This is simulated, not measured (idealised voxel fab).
Documented hereafter: the process module known as voxel capacitor over wiring.
Square cell edge 5 nm, section width 280 nm, ID cut.
Cross-section layout: square cells on a grid; listed as bands, top to bottom; a band spans one or more cell rows.
Basically the band line says how high the top is and how high the bottom is, in nm, and then what's in it from left to right, every material with its width in nm. Empty space shows up as "blank", and if a single material carries "everywhere" it runs the full band edge to edge.
Ref level 0: as-received wafer is one material below here. Bottom band extends down with no lower bound ("0..down").
Per-row width for "30 to 40": begins at first number (top row of band), ends at second number (bottom row), increment between rows held constant.
"same as before" for a step: no cell of the cross-section changed in that step.
What "Voids, enclosed" gives you is every empty space of 8 cells or more that is cut off from the top. Each appears as width x height at distance, with the distance taken from the left edge and width, height and distance all in nm.
Step line, after settings: the simulator's comment on this step.
"overlay nm" on a masked step: distance the mask lay right of its planned place, negative for left.

**This section lists the process steps that were planned**
step 1: RECEIVE,material Si
step 2: CONFORMAL_DEP,material SiO2,thk nm 15
step 3: CONFORMAL_DEP,material SiCN,thk nm 5
step 4: DIRECTIONAL_DEP,material lowk,thk nm 15
step 5: MASKED_ETCH,tone open,mask id METAL_1,width nm 25,pitch nm 90,etch materials lowk,depth nm 15,overlay nm 0
step 6: MASKED_ETCH,tone open,mask id METAL_1,width nm 25,pitch nm 90,etch materials SiCN,depth nm 5,overlay nm 0
step 7: CONFORMAL_DEP,material TiN,thk nm 5
step 8: FILL_DEP,material Cu,thk nm 5
step 9: CMP,height nm 35
step 10: CONFORMAL_DEP,material SiCN,thk nm 5
step 11: DIRECTIONAL_DEP,material SiO2,thk nm 20
step 12: MASKED_ETCH,tone open,mask id PLUG_1,width nm 15,etch materials SiO2,depth nm 20,overlay nm 0
step 13: MASKED_ETCH,tone open,mask id PLUG_1,width nm 15,etch materials SiCN,depth nm 5,overlay nm 0
step 14: EPI,material Ru,thk nm 10
step 15: EPI,material Ru,thk nm 10
step 16: EPI,material Ru,thk nm 5
step 17: DIRECTIONAL_DEP,material TiN,thk nm 5
step 18: DIRECTIONAL_DEP,material Al2O3,thk nm 5
step 19: DIRECTIONAL_DEP,material TiN,thk nm 5
step 20: PATTERN,tone cover,mask id UPPER_PLATE,material resist,width nm 70,thk nm 15,overlay nm 0
step 21: DIRECTIONAL_ETCH,etch materials TiN,depth nm 5
step 22: DIRECTIONAL_ETCH,etch materials Al2O3,depth nm 5
step 23: STRIP,etch materials resist
step 24: MASKED_ETCH,tone cover,mask id LOWER_PLATE,width nm 80,etch materials TiN,depth nm 10,overlay nm 0
step 25: FILL_DEP,material SiO2,thk nm 20
step 26: CMP,height nm 95
step 27: PATTERN,tone open,mask id PLUG_2,material resist,width nm 15,thk nm 20,overlay nm 0
step 28: DIRECTIONAL_ETCH,etch materials SiO2,depth nm 15
step 29: STRIP,etch materials resist
step 30: CONFORMAL_DEP,material TiN,thk nm 5
step 31: FILL_DEP,material W,thk nm 10
step 32: CMP,height nm 95
step 33: CONFORMAL_DEP,material SiCN,thk nm 5
Be aware that, although all wafers share a common starting state, the thk nm at step 17 differs among them, and the plan displays the first wafer's value.

**The first of several wafers in cross-section, exactly as it reached us after step 1**
    0..down | Si everywhere
    Voids, enclosed: none

**Quick key for the table: a row per wafer, taken at the end of the module. For each material it tells you how many cells the wafer gained (+) or lost (-) since it came in, and the closed voids come after**
thk nm 5 | +14 Al2O3 | +18 Cu | +15 Ru | +155 SiCN | +719 SiO2 | +59 TiN | +2 W | +138 lowk | Voids, enclosed: none
thk nm 10 | +14 Al2O3 | +18 Cu | +15 Ru | +155 SiCN | +703 SiO2 | +75 TiN | +2 W | +138 lowk | Voids, enclosed: none
thk nm 15 | +14 Al2O3 | +18 Cu | +15 Ru | +155 SiCN | +650 SiO2 | +129 TiN | +1 W | +138 lowk | Voids, enclosed: none
thk nm 20 | +14 Al2O3 | +18 Cu | +15 Ru | +155 SiCN | +597 SiO2 | +183 TiN | +138 lowk | Voids, enclosed: none
thk nm 25 | +14 Al2O3 | +18 Cu | +15 Ru | +155 SiCN | +544 SiO2 | +236 TiN | +138 lowk | Voids, enclosed: none
